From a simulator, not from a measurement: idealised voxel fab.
This section sets out a process module, namely voxel transistor to metal.
For reference, the cross-section in this document is cut, with width 195 nm and square cells of 5 nm.
We lay out every cross-section as a grid of square cells and spell it out in bands from the top down, where one band means one or more rows of cells. This entry defines a band. It first specifies the height of the band's top and the height of its bottom in nm, and then specifies the band's materials from left to right, stating each material with its width in nm. The word "edge to edge" identifies a single material that fills the band from edge to edge, while the word "air" identifies empty space. All heights in this document are referenced to 0, defined as the level beneath which the wafer, as received, consists entirely of one material. The lowest band is not bounded below; it extends indefinitely downward and is written in the form "0 -> down". The expression "30 to 40" gives the width at the extremes of the band, the first number at its top row of cells and the second at its bottom row, with the width changing by equal amounts from each row to the next in between. Any step labelled "nothing got changed" changed none of the cells in the cross-section. Empty spaces without an open route to the top, at least 8 cells in extent, make up the entry "Fully enclosed voids"; each is given as width x height at distance, where the distance is measured from the left edge, and all are in nm. Note: text after step settings on the step line = simulator remark on that step. overlay nm: mask offset rightward from planned place, masked step; negative means leftward offset.

### The steps planned for the process are as follows
| 1 | RECEIVE (material Si) |
| 2 | OXIDIZE (depth nm 5) |
| 3 | CONFORMAL_DEP (material SiN; thk nm 10) |
| 4 | DIRECTIONAL_DEP (material aC; thk nm 15) |
| 5 | PATTERN (tone cover; mask id ACTIVE; material resist; width nm 130; thk nm 30; overlay nm 0) |
| 6 | DIRECTIONAL_ETCH (etch materials aC; depth nm 15) |
| 7 | STRIP (etch materials resist) |
| 8 | DIRECTIONAL_ETCH (etch materials SiN; depth nm 10) |
| 9 | DIRECTIONAL_ETCH (etch materials SiO2; depth nm 5) |
| 10 | DIRECTIONAL_ETCH (etch materials Si; depth nm 30) |
| 11 | STRIP (etch materials aC) |
| 12 | FILL_DEP (material SiO2; thk nm 5) |
| 13 | CMP (height nm 10) |
| 14 | SELECTIVE_ETCH (etch materials SiO2; depth nm 10) |
| 15 | STRIP (etch materials SiN) |
| 16 | SELECTIVE_ETCH (etch materials SiO2; depth nm 5) |
| 17 | OXIDIZE (depth nm 5) |
| 18 | DIRECTIONAL_DEP (material polySi; thk nm 30) |
| 19 | DIRECTIONAL_DEP (material SiCN; thk nm 10) |
| 20 | DIRECTIONAL_DEP (material aC; thk nm 15) |
| 21 | PATTERN (tone cover; mask id GATE; material resist; width nm 30; thk nm 30; overlay nm 0) |
| 22 | DIRECTIONAL_ETCH (etch materials aC; depth nm 15) |
| 23 | STRIP (etch materials resist) |
| 24 | DIRECTIONAL_ETCH (etch materials SiCN; depth nm 20) |
| 25 | DIRECTIONAL_ETCH (etch materials polySi; depth nm 40) |
| 26 | STRIP (etch materials aC) |
| 27 | CONFORMAL_DEP (material SiN; thk nm 10) |
| 28 | DIRECTIONAL_ETCH (etch materials SiN; depth nm 10) |
| 29 | DIRECTIONAL_ETCH (etch materials SiO2; depth nm 5) |
| 30 | DIRECTIONAL_ETCH (etch materials Si; depth nm 10) |
| 31 | EPI (material pSi; thk nm 10) |
| 32 | FILL_DEP (material SiO2; thk nm 10) |
| 33 | CMP (height nm 25) |
| 34 | STRIP (etch materials polySi) |
| 35 | SELECTIVE_ETCH (etch materials SiO2; depth nm 5) |
| 36 | CONFORMAL_DEP (material HfO2; thk nm 5) |
| 37 | CONFORMAL_DEP (material TiN; thk nm 5) |
| 38 | FILL_DEP (material W; thk nm 10) |
| 39 | CMP (height nm 20) |
| 40 | DIRECTIONAL_DEP (material SiO2; thk nm 10) |
| 41 | PATTERN (tone open; mask id CONTACT; material resist; width nm 20; pitch nm 90; thk nm 20; overlay nm 0) |
| 42 | DIRECTIONAL_ETCH (etch materials SiO2; depth nm 40) |
| 43 | STRIP (etch materials resist) |
| 44 | CONFORMAL_DEP (material TiN; thk nm 5) |
| 45 | FILL_DEP (material W; thk nm 10) |
| 46 | CMP (height nm 30) |
| 47 | DIRECTIONAL_DEP (material TiN; thk nm 5) |
| 48 | DIRECTIONAL_DEP (material Ru; thk nm 25) |
| 49 | MASKED_ETCH (tone cover; mask id METAL_1; width nm 20; pitch nm 90; etch materials Ru; depth nm 25; overlay nm 0) |
| 50 | MASKED_ETCH (tone cover; mask id METAL_1; width nm 20; pitch nm 90; etch materials TiN; depth nm 5; overlay nm 0) |
| 51 | CONFORMAL_DEP (material SiN; thk nm 5) |
| 52 | FILL_DEP (material SiO2; thk nm 5) |
| 53 | CMP (height nm 60) |
| 54 | CONFORMAL_DEP (material SiCN; thk nm 5) |

### Delivered wafer in cross-section: state after step 1
- 0 -> down  Si edge to edge
- Fully enclosed voids: none

### The module was run from the start shown above using the plan shown above, but one mistake was made doing it; the resulting wafer cross-section is below
- 65 -> 60  SiCN edge to edge
- 60 -> 40  25 nm SiO2 / 5 nm SiN / 20 nm Ru / 5 nm SiN / 60 nm SiO2 / 5 nm SiN / 20 nm Ru / 5 nm SiN / 50 nm SiO2
- 40 -> 35  25 nm SiO2 / 5 nm SiN / 20 nm Ru / 15 nm SiN / 50 nm SiO2 / 5 nm SiN / 20 nm Ru / 15 nm SiN / 40 nm SiO2
- 35 -> 30  30 nm SiN / 30 nm TiN / 60 nm SiN / 30 nm TiN / 45 nm SiN
- 30 -> 20  40 nm SiO2 / 5 nm TiN / 10 nm W / 5 nm TiN / 70 nm SiO2 / 5 nm TiN / 10 nm W / 5 nm TiN / 45 nm SiO2
- 20 -> 0  40 nm SiO2 / 5 nm TiN / 10 nm W / 5 nm TiN / 10 nm SiO2 / 10 nm SiN / 5 nm HfO2 / 5 nm TiN / 10 nm W / 5 nm TiN / 5 nm HfO2 / 10 nm SiN / 10 nm SiO2 / 5 nm TiN / 10 nm W / 5 nm TiN / 45 nm SiO2
- 0 -> -5  40 nm SiO2 / 5 nm TiN / 10 nm W / 5 nm TiN / 10 nm pSi / 10 nm SiN / 5 nm HfO2 / 20 nm TiN / 5 nm HfO2 / 10 nm SiN / 10 nm pSi / 5 nm TiN / 10 nm W / 5 nm TiN / 45 nm SiO2
- -5 -> -10  40 nm SiO2 / 20 nm TiN / 10 nm pSi / 5 nm SiO2 / 40 nm HfO2 / 5 nm SiO2 / 10 nm pSi / 20 nm TiN / 45 nm SiO2
- -10 -> -20  30 nm SiO2 / 40 nm pSi / 50 nm Si / 40 nm pSi / 35 nm SiO2
- -20 -> -35  30 nm SiO2 / 130 nm Si / 35 nm SiO2
- -35 -> down  Si edge to edge
- Fully enclosed voids: none
What went wrong in running the wafer? step 49: run off-plan, actual operation and settings MASKED_ETCH (tone cover; mask id METAL_1; width nm 20; pitch nm 90; etch materials Ru; depth nm 25; overlay nm -10)
